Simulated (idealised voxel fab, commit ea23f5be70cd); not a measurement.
Module name: voxel capacitor over wiring (process module)
Section cut is 300 nm wide and gridded with 5 nm square cells.
For the purposes of this document, a cross-section shall be understood as a grid of square cells, specified as bands listed in top-to-bottom order, each band consisting of one or more rows of cells.
Read a band's entry like this: the first values are the height of its top and the height of its bottom in nm, and what follows is the sequence of materials from left to right, each with its width in nm. Note that "blank" is empty space, and that a single material marked "throughout" reaches across the band from edge to edge.
Below 0: as-received wafer, all one material; heights counted from there. Lowest band: no bottom, goes on down, written "0..down".
Width spec "30..40" -> top row of cells at first value, bottom row at second value, equal per-row change in between.
"nothing different", as given for a step, is the statement that not any cell of the cross-section underwent a change during that step.
Under "Cavities, closed" you'll find the enclosed gaps, the ones with no way out to the top, that are 8 cells or bigger; each reads width x height at distance, with distance counted from the left edge, everything in nm.
Note: text after step settings on the step line = simulator remark on that step.
The setting "overlay nm" may be written on the line of a step. When the step uses a mask, the value reports how far to the right of the planned place the mask lay, and a negative value reports that it lay to the left.
PLAN
| 1 | RECEIVE [material Si] |
| 2 | CONFORMAL_DEP [material SiO2] [thk nm 10] |
| 3 | DIRECTIONAL_DEP [material TiN] [thk nm 5] |
| 4 | DIRECTIONAL_DEP [material W] [thk nm 20] |
| 5 | DIRECTIONAL_DEP [material aC] [thk nm 15] |
| 6 | PATTERN [tone cover] [mask id METAL_1] [material resist] [width nm 30] [pitch nm 95] [thk nm 35] [overlay nm 0] |
| 7 | DIRECTIONAL_ETCH [etch materials aC] [depth nm 15] |
| 8 | STRIP [etch materials resist] |
| 9 | DIRECTIONAL_ETCH [etch materials W] [depth nm 20] |
| 10 | DIRECTIONAL_ETCH [etch materials TiN] [depth nm 5] |
| 11 | STRIP [etch materials aC] |
| 12 | FILL_DEP [material SiO2] [thk nm 5] |
| 13 | CMP [height nm 35] |
| 14 | CONFORMAL_DEP [material SiCN] [thk nm 5] |
| 15 | DIRECTIONAL_DEP [material lowk] [thk nm 20] |
| 16 | PATTERN [tone open] [mask id PLUG_1] [material resist] [width nm 15] [thk nm 20] [overlay nm 0] |
| 17 | DIRECTIONAL_ETCH [etch materials lowk] [depth nm 20] |
| 18 | DIRECTIONAL_ETCH [etch materials SiCN] [depth nm 5] |
| 19 | STRIP [etch materials resist] |
| 20 | CONFORMAL_DEP [material TiN] [thk nm 5] |
| 21 | FILL_DEP [material Cu] [thk nm 5] |
| 22 | CMP [height nm 60] |
| 23 | DIRECTIONAL_DEP [material TiN] [thk nm 10] |
| 24 | DIRECTIONAL_DEP [material HfO2] [thk nm 5] |
| 25 | DIRECTIONAL_DEP [material TiN] [thk nm 5] |
| 26 | PATTERN [tone cover] [mask id UPPER_PLATE] [material resist] [width nm 70] [thk nm 20] [overlay nm 0] |
| 27 | DIRECTIONAL_ETCH [etch materials TiN] [depth nm 5] |
| 28 | DIRECTIONAL_ETCH [etch materials HfO2] [depth nm 5] |
| 29 | STRIP [etch materials resist] |
| 30 | DIRECTIONAL_DEP [material aC] [thk nm 15] |
| 31 | PATTERN [tone cover] [mask id LOWER_PLATE] [material resist] [width nm 80] [thk nm 30] [overlay nm 0] |
| 32 | DIRECTIONAL_ETCH [etch materials aC] [depth nm 15] |
| 33 | STRIP [etch materials resist] |
| 34 | DIRECTIONAL_ETCH [etch materials TiN] [depth nm 10] |
| 35 | STRIP [etch materials aC] |
| 36 | FILL_DEP [material SiO2] [thk nm 15] |
| 37 | CMP [height nm 90] |
| 38 | MASKED_ETCH [tone open] [mask id PLUG_2] [width nm 15] [etch materials SiO2] [depth nm 10] [overlay nm 0] |
| 39 | CONFORMAL_DEP [material TiN] [thk nm 5] |
| 40 | FILL_DEP [material Ru] [thk nm 10] |
| 41 | CMP [height nm 90] |
| 42 | CONFORMAL_DEP [material SiN] [thk nm 5] |
INCOMING WAFER, CROSS-SECTIONAL VIEW, POST STEP 1
  0..down | Si throughout
  Cavities, closed: none
STARTING WAFER: ABOVE. PLAN: ABOVE. RUN: ONE MISTAKE. CROSS-SECTION AFTER THE MODULE: BELOW
  95..90 | SiN throughout
  90..85 | SiO2: 110, then TiN: 5, then Ru: 5, then TiN: 5, then SiO2: 175
  85..75 | SiO2: 110..100, then TiN: 15..70, then SiO2: 175..130
  75..70 | SiO2: 100, then HfO2: 70, then SiO2: 130
  70..60 | SiO2: 95, then TiN: 80, then SiO2: 125
  60..40 | lowk: 100, then TiN: 5, then Cu: 5, then TiN: 5, then lowk: 185
  40..35 | SiCN: 100, then TiN: 15, then SiCN: 185
  35..15 | SiO2: 85, then W: 30, then SiO2: 65, then W: 30, then SiO2: 90
  15..10 | SiCN throughout
  10..0 | SiO2 throughout
  0..down | Si throughout
  Cavities, closed: none
Against the plan, the run slipped here: step 3 was processed under conditions differing from the plan, specifically as DIRECTIONAL_DEP [material SiCN] [thk nm 5]
